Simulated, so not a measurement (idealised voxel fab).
Name of the process module below: voxel self aligned vias
We display cut, a cross-section 235 nm in width whose square cells are each 5 nm.
Notation: cross-section as square-cell grid; stated in bands, top first, going down; one or more cell rows per band.
For a band, the entry starts with two heights in nm, that of the top and then that of the bottom, and carries on with the band's materials in order from left to right, each alongside its width in nm; the word "throughout" beside a single material means it fills the band edge to edge, and "empty" means empty space.
Height reference: 0 = level under which incoming wafer is all one material. Lowest band: no bottom, runs on downward, e.g. "0 nm and below".
The two numbers in a width such as "30->40" mark its ends across the band: the first belongs to the top row of cells, the second to the bottom row, and from each row to the next the width moves by the same amount.
It should be understood that the words "no alteration", when stated for a given step, signify that the cross-section underwent no change in any of its cells during that step.
"Closed void list" contains a list of empty spaces, each no smaller than 8 cells and without an open way to the top, written in the form width x height at distance with the distance from the left edge and all three in nm.
Anything after a step's settings on that line? It's the simulator's own note about the step.
"overlay nm" denotes, for a step that has a mask, the displacement of the mask to the right of its planned place, with negative values corresponding to the left.

Planned process steps
| 1 | RECEIVE [material Si] |
| 2 | CONFORMAL_DEP [material SiO2] [thk nm 10] |
| 3 | CONFORMAL_DEP [material SiCN] [thk nm 5] |
| 4 | DIRECTIONAL_DEP [material lowk] [thk nm 30] |
| 5 | DIRECTIONAL_DEP [material aC] [thk nm 10] |
| 6 | PATTERN [tone open] [mask id LINES] [material resist] [width nm 20] [pitch nm 55] [thk nm 30] [overlay nm 0] |
| 7 | DIRECTIONAL_ETCH [etch materials aC] [depth nm 10] |
| 8 | STRIP [etch materials resist] |
| 9 | DIRECTIONAL_ETCH [etch materials lowk] [depth nm 30] |
| 10 | STRIP [etch materials aC] |
| 11 | CONFORMAL_DEP [material TiN] [thk nm 5] |
| 12 | FILL_DEP [material Ru] [thk nm 10] |
| 13 | CMP [height nm 45] |
| 14 | SELECTIVE_ETCH [etch materials W Ru TiN] [depth nm 10] |
| 15 | FILL_DEP [material SiN] [thk nm 10] |
| 16 | CMP [height nm 45] |
| 17 | DIRECTIONAL_DEP [material lowk] [thk nm 15] |
| 18 | PATTERN [tone open] [mask id VIAS] [material resist] [width nm 30] [pitch nm 110] [thk nm 15] [overlay nm 0] |
| 19 | DIRECTIONAL_ETCH [etch materials lowk] [depth nm 15] |
| 20 | DIRECTIONAL_ETCH [etch materials SiN] [depth nm 10] |
| 21 | STRIP [etch materials resist] |
| 22 | CONFORMAL_DEP [material TiN] [thk nm 5] |
| 23 | FILL_DEP [material Cu] [thk nm 5] |
| 24 | CMP [height nm 60] |
| 25 | CONFORMAL_DEP [material SiN] [thk nm 5] |

First wafer out of two, processed as planned

Incoming wafer, cross-sectional view, post step 1
	0 nm and below = Si throughout
	Closed void list: none

After step 2: wafer cross-section
	10 nm to 0 nm = SiO2 throughout
	Below a height of 0, the structure has not been altered.

After step 3: wafer cross-section
	15 nm to 10 nm = SiCN throughout
	Below a height of 10, the structure has not been altered.

After step 4: wafer cross-section
	45 nm to 15 nm = lowk throughout
	Below a height of 15, the structure has not been altered.

After step 5: wafer cross-section
	55 nm to 45 nm = aC throughout
	Below a height of 45, the structure has not been altered.

After step 6: wafer cross-section
	85 nm to 55 nm = resist: 50 / empty: 20 / resist: 35 / empty: 20 / resist: 35 / empty: 20 / resist: 55
	Below a height of 55, the structure has not been altered.

After step 7: wafer cross-section
	75 nm to 55 nm = resist: 50 / empty: 20 / resist: 35 / empty: 20 / resist: 35 / empty: 20 / resist: 55
	55 nm to 45 nm = aC: 50 / empty: 20 / aC: 35 / empty: 20 / aC: 35 / empty: 20 / aC: 55
	Below a height of 45, the structure has not been altered.

After step 8: wafer cross-section
	55 nm to 45 nm = aC: 50 / empty: 20 / aC: 35 / empty: 20 / aC: 35 / empty: 20 / aC: 55
	Below a height of 45, the structure has not been altered.

After step 9: wafer cross-section
	55 nm to 45 nm = aC: 50 / empty: 20 / aC: 35 / empty: 20 / aC: 35 / empty: 20 / aC: 55
	45 nm to 15 nm = lowk: 50 / empty: 20 / lowk: 35 / empty: 20 / lowk: 35 / empty: 20 / lowk: 55
	Below a height of 15, the structure has not been altered.

After step 10: wafer cross-section
	45 nm to 15 nm = lowk: 50 / empty: 20 / lowk: 35 / empty: 20 / lowk: 35 / empty: 20 / lowk: 55
	Below a height of 15, the structure has not been altered.

After step 11: wafer cross-section
	50 nm to 45 nm = TiN: 55 / empty: 10 / TiN: 45 / empty: 10 / TiN: 45 / empty: 10 / TiN: 60
	45 nm to 20 nm = lowk: 50 / TiN: 5 / empty: 10 / TiN: 5 / lowk: 35 / TiN: 5 / empty: 10 / TiN: 5 / lowk: 35 / TiN: 5 / empty: 10 / TiN: 5 / lowk: 55
	20 nm to 15 nm = lowk: 50 / TiN: 20 / lowk: 35 / TiN: 20 / lowk: 35 / TiN: 20 / lowk: 55
	Below a height of 15, the structure has not been altered.

After step 12: wafer cross-section
	60 nm to 50 nm = Ru throughout
	50 nm to 45 nm = TiN: 55 / Ru: 10 / TiN: 45 / Ru: 10 / TiN: 45 / Ru: 10 / TiN: 60
	45 nm to 20 nm = lowk: 50 / TiN: 5 / Ru: 10 / TiN: 5 / lowk: 35 / TiN: 5 / Ru: 10 / TiN: 5 / lowk: 35 / TiN: 5 / Ru: 10 / TiN: 5 / lowk: 55
	Below a height of 20, the structure has not been altered.

After step 13: wafer cross-section
	45 nm to 20 nm = lowk: 50 / TiN: 5 / Ru: 10 / TiN: 5 / lowk: 35 / TiN: 5 / Ru: 10 / TiN: 5 / lowk: 35 / TiN: 5 / Ru: 10 / TiN: 5 / lowk: 55
	Below a height of 20, the structure has not been altered.

After step 14: wafer cross-section
	45 nm to 35 nm = lowk: 50 / empty: 20 / lowk: 35 / empty: 20 / lowk: 35 / empty: 20 / lowk: 55
	Below a height of 35, the structure has not been altered.

After step 15: wafer cross-section
	55 nm to 45 nm = SiN throughout
	45 nm to 35 nm = lowk: 50 / SiN: 20 / lowk: 35 / SiN: 20 / lowk: 35 / SiN: 20 / lowk: 55
	Below a height of 35, the structure has not been altered.

After step 16: wafer cross-section
	45 nm to 35 nm = lowk: 50 / SiN: 20 / lowk: 35 / SiN: 20 / lowk: 35 / SiN: 20 / lowk: 55
	Below a height of 35, the structure has not been altered.

After step 17: wafer cross-section
	60 nm to 45 nm = lowk throughout
	Below a height of 45, the structure has not been altered.

After step 18: wafer cross-section
	75 nm to 60 nm = resist: 45 / empty: 30 / resist: 80 / empty: 30 / resist: 50
	Below a height of 60, the structure has not been altered.

After step 19: wafer cross-section
	75 nm to 60 nm = resist: 45 / empty: 30 / resist: 80 / empty: 30 / resist: 50
	60 nm to 45 nm = lowk: 45 / empty: 30 / lowk: 80 / empty: 30 / lowk: 50
	Below a height of 45, the structure has not been altered.

After step 20: wafer cross-section
	75 nm to 60 nm = resist: 45 / empty: 30 / resist: 80 / empty: 30 / resist: 50
	60 nm to 45 nm = lowk: 45 / empty: 30 / lowk: 80 / empty: 30 / lowk: 50
	45 nm to 35 nm = lowk: 50 / empty: 20 / lowk: 35 / SiN: 20 / lowk: 35 / empty: 20 / lowk: 55
	Below a height of 35, the structure has not been altered.

After step 21: wafer cross-section
	60 nm to 45 nm = lowk: 45 / empty: 30 / lowk: 80 / empty: 30 / lowk: 50
	Below a height of 45, the structure has not been altered.

After step 22: wafer cross-section
	65 nm to 60 nm = TiN: 50 / empty: 20 / TiN: 90 / empty: 20 / TiN: 55
	60 nm to 50 nm = lowk: 45 / TiN: 5 / empty: 20 / TiN: 5 / lowk: 80 / TiN: 5 / empty: 20 / TiN: 5 / lowk: 50
	50 nm to 45 nm = lowk: 45 / TiN: 10 / empty: 10 / TiN: 10 / lowk: 80 / TiN: 10 / empty: 10 / TiN: 10 / lowk: 50
	45 nm to 40 nm = lowk: 50 / TiN: 5 / empty: 10 / TiN: 5 / lowk: 35 / SiN: 20 / lowk: 35 / TiN: 5 / empty: 10 / TiN: 5 / lowk: 55
	40 nm to 35 nm = lowk: 50 / TiN: 20 / lowk: 35 / SiN: 20 / lowk: 35 / TiN: 20 / lowk: 55
	Below a height of 35, the structure has not been altered.

After step 23: wafer cross-section
	70 nm to 65 nm = Cu throughout
	65 nm to 60 nm = TiN: 50 / Cu: 20 / TiN: 90 / Cu: 20 / TiN: 55
	60 nm to 50 nm = lowk: 45 / TiN: 5 / Cu: 20 / TiN: 5 / lowk: 80 / TiN: 5 / Cu: 20 / TiN: 5 / lowk: 50
	50 nm to 45 nm = lowk: 45 / TiN: 10 / Cu: 10 / TiN: 10 / lowk: 80 / TiN: 10 / Cu: 10 / TiN: 10 / lowk: 50
	45 nm to 40 nm = lowk: 50 / TiN: 5 / Cu: 10 / TiN: 5 / lowk: 35 / SiN: 20 / lowk: 35 / TiN: 5 / Cu: 10 / TiN: 5 / lowk: 55
	Below a height of 40, the structure has not been altered.

After step 24: wafer cross-section
	60 nm to 50 nm = lowk: 45 / TiN: 5 / Cu: 20 / TiN: 5 / lowk: 80 / TiN: 5 / Cu: 20 / TiN: 5 / lowk: 50
	Below a height of 50, the structure has not been altered.

After step 25: wafer cross-section
	65 nm to 60 nm = SiN throughout
	Below a height of 60, the structure has not been altered.

Now the other wafer: same start, same recipe, but we messed up one thing when running it. Up to and including step 2 it's the same as the first one

The second wafer cut through, at the time step 3 was supposed to be finished: no alteration

The second wafer cut through, at the time step 4 was supposed to be finished
	40 nm to 10 nm = lowk throughout
	Below a height of 10, the structure has not been altered.

The second wafer cut through, at the time step 5 was supposed to be finished
	50 nm to 40 nm = aC throughout
	Below a height of 40, the structure has not been altered.

The second wafer cut through, at the time step 6 was supposed to be finished
	80 nm to 50 nm = resist: 50 / empty: 20 / resist: 35 / empty: 20 / resist: 35 / empty: 20 / resist: 55
	Below a height of 50, the structure has not been altered.

The second wafer cut through, at the time step 7 was supposed to be finished
	70 nm to 50 nm = resist: 50 / empty: 20 / resist: 35 / empty: 20 / resist: 35 / empty: 20 / resist: 55
	50 nm to 40 nm = aC: 50 / empty: 20 / aC: 35 / empty: 20 / aC: 35 / empty: 20 / aC: 55
	Below a height of 40, the structure has not been altered.

The second wafer cut through, at the time step 8 was supposed to be finished
	50 nm to 40 nm = aC: 50 / empty: 20 / aC: 35 / empty: 20 / aC: 35 / empty: 20 / aC: 55
	Below a height of 40, the structure has not been altered.

The second wafer cut through, at the time step 9 was supposed to be finished
	50 nm to 40 nm = aC: 50 / empty: 20 / aC: 35 / empty: 20 / aC: 35 / empty: 20 / aC: 55
	40 nm to 10 nm = lowk: 50 / empty: 20 / lowk: 35 / empty: 20 / lowk: 35 / empty: 20 / lowk: 55
	Below a height of 10, the structure has not been altered.

The second wafer cut through, at the time step 10 was supposed to be finished
	40 nm to 10 nm = lowk: 50 / empty: 20 / lowk: 35 / empty: 20 / lowk: 35 / empty: 20 / lowk: 55
	Below a height of 10, the structure has not been altered.

The second wafer cut through, at the time step 11 was supposed to be finished
	45 nm to 40 nm = TiN: 55 / empty: 10 / TiN: 45 / empty: 10 / TiN: 45 / empty: 10 / TiN: 60
	40 nm to 15 nm = lowk: 50 / TiN: 5 / empty: 10 / TiN: 5 / lowk: 35 / TiN: 5 / empty: 10 / TiN: 5 / lowk: 35 / TiN: 5 / empty: 10 / TiN: 5 / lowk: 55
	15 nm to 10 nm = lowk: 50 / TiN: 20 / lowk: 35 / TiN: 20 / lowk: 35 / TiN: 20 / lowk: 55
	Below a height of 10, the structure has not been altered.

The second wafer cut through, at the time step 12 was supposed to be finished
	55 nm to 45 nm = Ru throughout
	45 nm to 40 nm = TiN: 55 / Ru: 10 / TiN: 45 / Ru: 10 / TiN: 45 / Ru: 10 / TiN: 60
	40 nm to 15 nm = lowk: 50 / TiN: 5 / Ru: 10 / TiN: 5 / lowk: 35 / TiN: 5 / Ru: 10 / TiN: 5 / lowk: 35 / TiN: 5 / Ru: 10 / TiN: 5 / lowk: 55
	Below a height of 15, the structure has not been altered.

The second wafer cut through, at the time step 13 was supposed to be finished
	45 nm to 40 nm = TiN: 55 / Ru: 10 / TiN: 45 / Ru: 10 / TiN: 45 / Ru: 10 / TiN: 60
	Below a height of 40, the structure has not been altered.

The second wafer cut through, at the time step 14 was supposed to be finished
	40 nm to 35 nm = lowk: 50 / empty: 20 / lowk: 35 / empty: 20 / lowk: 35 / empty: 20 / lowk: 55
	Below a height of 35, the structure has not been altered.

The second wafer cut through, at the time step 15 was supposed to be finished
	50 nm to 40 nm = SiN throughout
	40 nm to 35 nm = lowk: 50 / SiN: 20 / lowk: 35 / SiN: 20 / lowk: 35 / SiN: 20 / lowk: 55
	Below a height of 35, the structure has not been altered.

The second wafer cut through, at the time step 16 was supposed to be finished
	45 nm to 40 nm = SiN throughout
	Below a height of 40, the structure has not been altered.

The second wafer cut through, at the time step 17 was supposed to be finished
	60 nm to 45 nm = lowk throughout
	Below a height of 45, the structure has not been altered.

The second wafer cut through, at the time step 18 was supposed to be finished
	75 nm to 60 nm = resist: 45 / empty: 30 / resist: 80 / empty: 30 / resist: 50
	Below a height of 60, the structure has not been altered.

The second wafer cut through, at the time step 19 was supposed to be finished
	75 nm to 60 nm = resist: 45 / empty: 30 / resist: 80 / empty: 30 / resist: 50
	60 nm to 45 nm = lowk: 45 / empty: 30 / lowk: 80 / empty: 30 / lowk: 50
	Below a height of 45, the structure has not been altered.

The second wafer cut through, at the time step 20 was supposed to be finished
	75 nm to 60 nm = resist: 45 / empty: 30 / resist: 80 / empty: 30 / resist: 50
	60 nm to 45 nm = lowk: 45 / empty: 30 / lowk: 80 / empty: 30 / lowk: 50
	45 nm to 40 nm = SiN: 45 / empty: 30 / SiN: 80 / empty: 30 / SiN: 50
	40 nm to 35 nm = lowk: 50 / empty: 20 / lowk: 35 / SiN: 20 / lowk: 35 / empty: 20 / lowk: 55
	Below a height of 35, the structure has not been altered.

The second wafer cut through, at the time step 21 was supposed to be finished
	60 nm to 45 nm = lowk: 45 / empty: 30 / lowk: 80 / empty: 30 / lowk: 50
	Below a height of 45, the structure has not been altered.

The second wafer cut through, at the time step 22 was supposed to be finished
	65 nm to 60 nm = TiN: 50 / empty: 20 / TiN: 90 / empty: 20 / TiN: 55
	60 nm to 45 nm = lowk: 45 / TiN: 5 / empty: 20 / TiN: 5 / lowk: 80 / TiN: 5 / empty: 20 / TiN: 5 / lowk: 50
	45 nm to 40 nm = SiN: 45 / TiN: 10 / empty: 10 / TiN: 10 / SiN: 80 / TiN: 10 / empty: 10 / TiN: 10 / SiN: 50
	40 nm to 35 nm = lowk: 50 / TiN: 20 / lowk: 35 / SiN: 20 / lowk: 35 / TiN: 20 / lowk: 55
	Below a height of 35, the structure has not been altered.

The second wafer cut through, at the time step 23 was supposed to be finished
	70 nm to 65 nm = Cu throughout
	65 nm to 60 nm = TiN: 50 / Cu: 20 / TiN: 90 / Cu: 20 / TiN: 55
	60 nm to 45 nm = lowk: 45 / TiN: 5 / Cu: 20 / TiN: 5 / lowk: 80 / TiN: 5 / Cu: 20 / TiN: 5 / lowk: 50
	45 nm to 40 nm = SiN: 45 / TiN: 10 / Cu: 10 / TiN: 10 / SiN: 80 / TiN: 10 / Cu: 10 / TiN: 10 / SiN: 50
	Below a height of 40, the structure has not been altered.

The second wafer cut through, at the time step 24 was supposed to be finished
	60 nm to 45 nm = lowk: 45 / TiN: 5 / Cu: 20 / TiN: 5 / lowk: 80 / TiN: 5 / Cu: 20 / TiN: 5 / lowk: 50
	Below a height of 45, the structure has not been altered.

The second wafer cut through, at the time step 25 was supposed to be finished
	65 nm to 60 nm = SiN throughout
	Below a height of 60, the structure has not been altered.
Diagnosis: step 3 was dropped from the plan's execution and never run
Bottom line after processing is that, in cells, the second wafer is up or down on some materials versus the first: Cu: 4 more; Ru: 6 more; SiCN: 47 fewer; SiN: 31 more; TiN: 6 more
